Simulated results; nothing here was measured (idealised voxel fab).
The document below concerns the process module designated voxel gate over fins.
The cross-section shown here is cut; it is 245 nm wide and divided into square cells measuring 5 nm on a side.
Bands, listed from the top down, are how a cross-section gets written in this document; the cross-section itself is a grid of square cells, and a band is one or more rows of them. Within each band entry, the heights of the top and of the bottom of the band appear first, in that order and in nm; the materials of the band then follow from left to right, each with its corresponding width in nm. The designation "everywhere" on a single material indicates that it fills the band from edge to edge; the designation "empty" indicates empty space. Heights are reckoned from 0. Under this level, the received wafer is all of one material. The bottommost band is open-ended downward, for example "top 0, no bottom". The width entry "30 to 40" should be interpreted row by row: the top row of cells in the band takes the first number, the bottom row takes the second number, and the change between adjacent rows is uniform throughout. Take "nothing was modified" at face value: in the step it is given for, the cross-section changed in none of its cells. Closed empty spaces (no open way to the top) of 8 cells or more are what "Closed empty spaces" lists, each as width x height at distance from the left edge, nm for all three. The remark found on a step's line after its settings is issued by the simulator itself and pertains to that step. overlay nm: right-of-plan distance of the mask on a masked step; negative values mean left-of-plan.

## Planned process steps
1 RECEIVE with material Si
2 CONFORMAL_DEP with material SiN, thk nm 10
3 PATTERN with tone cover, mask id FINS, material resist, width nm 15, pitch nm 50, thk nm 15, overlay nm 0
4 DIRECTIONAL_ETCH with etch materials SiN, depth nm 10
5 DIRECTIONAL_ETCH with etch materials Si, depth nm 40
6 STRIP with etch materials resist
7 FILL_DEP with material SiO2, thk nm 10
8 CMP with height nm 10
9 PATTERN with tone open, mask id RAIL, material resist, width nm 15, thk nm 15, overlay nm 0
10 DIRECTIONAL_ETCH with etch materials SiO2, depth nm 45
11 STRIP with etch materials resist
12 CONFORMAL_DEP with material TiN, thk nm 5
13 FILL_DEP with material W, thk nm 10
14 CMP with height nm 10
15 SELECTIVE_ETCH with etch materials W Ru TiN, depth nm 30
16 FILL_DEP with material SiO2, thk nm 5
17 CMP with height nm 10
18 SELECTIVE_ETCH with etch materials SiO2, depth nm 20
19 STRIP with etch materials SiN
20 CONFORMAL_DEP with material HfO2, thk nm 5
21 CONFORMAL_DEP with material TiN, thk nm 5
22 CONFORMAL_DEP with material TiAl, thk nm 5
23 CONFORMAL_DEP with material TiN, thk nm 5
24 FILL_DEP with material W, thk nm 10
25 CMP with height nm 25
26 CONFORMAL_DEP with material SiN, thk nm 10

## Here's what the wafer looked like in cross-section when it arrived - that's after step 1
  top 0, no bottom | Si everywhere
  Closed empty spaces: none

## Result of the module, cross-sectioned: start per above, plan per above, one error in how it was run
  top 35, bottom 25 | Ru everywhere
  top 25, bottom 20 | W everywhere
  top 20, bottom 15 | 45 nm W, 155 nm TiN, 45 nm W
  top 15, bottom 10 | 45 nm W, 5 nm TiN, 45 nm TiAl, 5 nm TiN, 45 nm TiAl, 5 nm TiN, 45 nm TiAl, 5 nm TiN, 45 nm W
  top 10, bottom 5 | 50 nm TiN, 5 nm TiAl, 35 nm TiN, 5 nm TiAl, 5 nm TiN, 5 nm TiAl, 35 nm TiN, 5 nm TiAl, 5 nm TiN, 5 nm TiAl, 35 nm TiN, 5 nm TiAl, 50 nm TiN
  top 5, bottom 0 | 55 nm TiAl, 5 nm TiN, 25 nm HfO2, 5 nm TiN, 15 nm TiAl, 5 nm TiN, 25 nm HfO2, 5 nm TiN, 15 nm TiAl, 5 nm TiN, 25 nm HfO2, 5 nm TiN, 55 nm TiAl
  top 0, bottom -5 | 60 nm TiN, 5 nm HfO2, 15 nm Si, 5 nm HfO2, 25 nm TiN, 5 nm HfO2, 15 nm Si, 5 nm HfO2, 25 nm TiN, 5 nm HfO2, 15 nm Si, 5 nm HfO2, 60 nm TiN
  top -5, bottom -10 | 65 nm HfO2, 15 nm Si, 35 nm HfO2, 15 nm Si, 35 nm HfO2, 15 nm Si, 65 nm HfO2
  top -10, bottom -20 | 65 nm SiO2, 15 nm Si, 35 nm SiO2, 15 nm Si, 35 nm SiO2, 15 nm Si, 65 nm SiO2
  top -20, bottom -30 | 65 nm SiO2, 15 nm Si, 10 nm SiO2, 5 nm TiN, 5 nm W, 5 nm TiN, 10 nm SiO2, 15 nm Si, 35 nm SiO2, 15 nm Si, 65 nm SiO2
  top -30, bottom -35 | 65 nm SiO2, 15 nm Si, 10 nm SiO2, 15 nm TiN, 10 nm SiO2, 15 nm Si, 35 nm SiO2, 15 nm Si, 65 nm SiO2
  top -35, bottom -40 | 65 nm SiO2, 15 nm Si, 35 nm SiO2, 15 nm Si, 35 nm SiO2, 15 nm Si, 65 nm SiO2
  top -40, no bottom | Si everywhere
  Closed empty spaces: none
Error vs. plan: step 26 off recipe, ran as CONFORMAL_DEP with material Ru, thk nm 10
